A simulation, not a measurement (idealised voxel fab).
process module | voxel trench capacitor
cross-section cut | 190 nm wide | cells 5 nm
A cross-section is a grid of square cells, given in bands from the top down. A band is one or more rows of cells.
Each band's line starts with the height of the band's top and of its bottom, in nm. Then come its materials from left to right, each with its width in nm. One material with "throughout" fills the band from edge to edge. "air" is empty space.
Height 0 is the level under which the wafer as received is all one material. The lowest band goes on downwards, as in "0 down".
A width such as "30 to 40" changes by the same amount from each row of cells to the next, from the band's top row to its bottom row.
"no change" after a step means that no cell of the cross-section changed.
closed voids: empty space of 8 cells or more with no open way to the top, each as width x height at its distance from the left edge, in nm
after a step's settings: what the simulator itself notes on the step
overlay nm, on a step with a mask: how far to the right of its planned place the mask lay; to the left if negative
plan
1 op RECEIVE | material Si
2 op CONFORMAL_DEP | material SiN | thk nm 5
3 op DIRECTIONAL_DEP | material aC | thk nm 15
4 op PATTERN | tone open | mask id TRENCH | material resist | width nm 25 | pitch nm 40 | thk nm 35 | overlay nm 0
5 op DIRECTIONAL_ETCH | etch materials aC | depth nm 15
6 op STRIP | etch materials resist
7 op DIRECTIONAL_ETCH | etch materials SiN | depth nm 5
8 op DIRECTIONAL_ETCH | etch materials Si | depth nm 30
9 op STRIP | etch materials aC
10 op CONFORMAL_DEP | material HfO2 | thk nm 5
11 op CONFORMAL_DEP | material TiN | thk nm 5
12 op FILL_DEP | material W | thk nm 10
13 op CMP | height nm 5
first wafer, as planned
as received, after step 1
  0 down: Si throughout
  closed voids: none
after step 2
  5 to 0: SiN throughout
  below 0: unchanged
after step 3
  20 to 5: aC throughout
  below 5: unchanged
after step 4
  55 to 20: resist 60 | air 25 | resist 15 | air 25 | resist 65
  below 20: unchanged
after step 5
  40 to 20: resist 60 | air 25 | resist 15 | air 25 | resist 65
  20 to 5: aC 60 | air 25 | aC 15 | air 25 | aC 65
  below 5: unchanged
after step 6
  20 to 5: aC 60 | air 25 | aC 15 | air 25 | aC 65
  below 5: unchanged
after step 7
  20 to 5: aC 60 | air 25 | aC 15 | air 25 | aC 65
  5 to 0: SiN 60 | air 25 | SiN 15 | air 25 | SiN 65
  below 0: unchanged
after step 8
  20 to 5: aC 60 | air 25 | aC 15 | air 25 | aC 65
  5 to 0: SiN 60 | air 25 | SiN 15 | air 25 | SiN 65
  0 to -30: Si 60 | air 25 | Si 15 | air 25 | Si 65
  below -30: unchanged
after step 9
  5 to 0: SiN 60 | air 25 | SiN 15 | air 25 | SiN 65
  below 0: unchanged
after step 10
  10 to 5: HfO2 65 | air 15 | HfO2 25 | air 15 | HfO2 70
  5 to 0: SiN 60 | HfO2 5 | air 15 | HfO2 5 | SiN 15 | HfO2 5 | air 15 | HfO2 5 | SiN 65
  0 to -25: Si 60 | HfO2 5 | air 15 | HfO2 5 | Si 15 | HfO2 5 | air 15 | HfO2 5 | Si 65
  -25 to -30: Si 60 | HfO2 25 | Si 15 | HfO2 25 | Si 65
  below -30: unchanged
after step 11
  15 to 10: TiN 70 | air 5 | TiN 35 | air 5 | TiN 75
  10 to 5: HfO2 65 | TiN 5 | air 5 | TiN 5 | HfO2 25 | TiN 5 | air 5 | TiN 5 | HfO2 70
  5 to 0: SiN 60 | HfO2 5 | TiN 5 | air 5 | TiN 5 | HfO2 5 | SiN 15 | HfO2 5 | TiN 5 | air 5 | TiN 5 | HfO2 5 | SiN 65
  0 to -20: Si 60 | HfO2 5 | TiN 5 | air 5 | TiN 5 | HfO2 5 | Si 15 | HfO2 5 | TiN 5 | air 5 | TiN 5 | HfO2 5 | Si 65
  -20 to -25: Si 60 | HfO2 5 | TiN 15 | HfO2 5 | Si 15 | HfO2 5 | TiN 15 | HfO2 5 | Si 65
  below -25: unchanged
after step 12
  25 to 15: W throughout
  15 to 10: TiN 70 | W 5 | TiN 35 | W 5 | TiN 75
  10 to 5: HfO2 65 | TiN 5 | W 5 | TiN 5 | HfO2 25 | TiN 5 | W 5 | TiN 5 | HfO2 70
  5 to 0: SiN 60 | HfO2 5 | TiN 5 | W 5 | TiN 5 | HfO2 5 | SiN 15 | HfO2 5 | TiN 5 | W 5 | TiN 5 | HfO2 5 | SiN 65
  0 to -20: Si 60 | HfO2 5 | TiN 5 | W 5 | TiN 5 | HfO2 5 | Si 15 | HfO2 5 | TiN 5 | W 5 | TiN 5 | HfO2 5 | Si 65
  below -20: unchanged
after step 13
  5 to 0: SiN 60 | HfO2 5 | TiN 5 | W 5 | TiN 5 | HfO2 5 | SiN 15 | HfO2 5 | TiN 5 | W 5 | TiN 5 | HfO2 5 | SiN 65
  below 0: unchanged
second wafer: like start, like plan, one mistake. Through step 9 it matches the first wafer
when step 10 should have ended
  10 to 5: TiN 65 | air 15 | TiN 25 | air 15 | TiN 70
  5 to 0: SiN 60 | TiN 5 | air 15 | TiN 5 | SiN 15 | TiN 5 | air 15 | TiN 5 | SiN 65
  0 to -25: Si 60 | TiN 5 | air 15 | TiN 5 | Si 15 | TiN 5 | air 15 | TiN 5 | Si 65
  -25 to -30: Si 60 | TiN 25 | Si 15 | TiN 25 | Si 65
  below -30: unchanged
when step 11 should have ended
  15 to 5: TiN 70 | air 5 | TiN 35 | air 5 | TiN 75
  5 to 0: SiN 60 | TiN 10 | air 5 | TiN 10 | SiN 15 | TiN 10 | air 5 | TiN 10 | SiN 65
  0 to -20: Si 60 | TiN 10 | air 5 | TiN 10 | Si 15 | TiN 10 | air 5 | TiN 10 | Si 65
  -20 to -30: Si 60 | TiN 25 | Si 15 | TiN 25 | Si 65
  below -30: unchanged
when step 12 should have ended
  25 to 15: W throughout
  15 to 5: TiN 70 | W 5 | TiN 35 | W 5 | TiN 75
  5 to 0: SiN 60 | TiN 10 | W 5 | TiN 10 | SiN 15 | TiN 10 | W 5 | TiN 10 | SiN 65
  0 to -20: Si 60 | TiN 10 | W 5 | TiN 10 | Si 15 | TiN 10 | W 5 | TiN 10 | Si 65
  below -20: unchanged
when step 13 should have ended
  5 to 0: SiN 60 | TiN 10 | W 5 | TiN 10 | SiN 15 | TiN 10 | W 5 | TiN 10 | SiN 65
  below 0: unchanged
what went wrong: step 10 ran as: op CONFORMAL_DEP | material TiN | thk nm 5
at the end the second wafer has, in cells: 34 fewer of HfO2 | 34 more of TiN
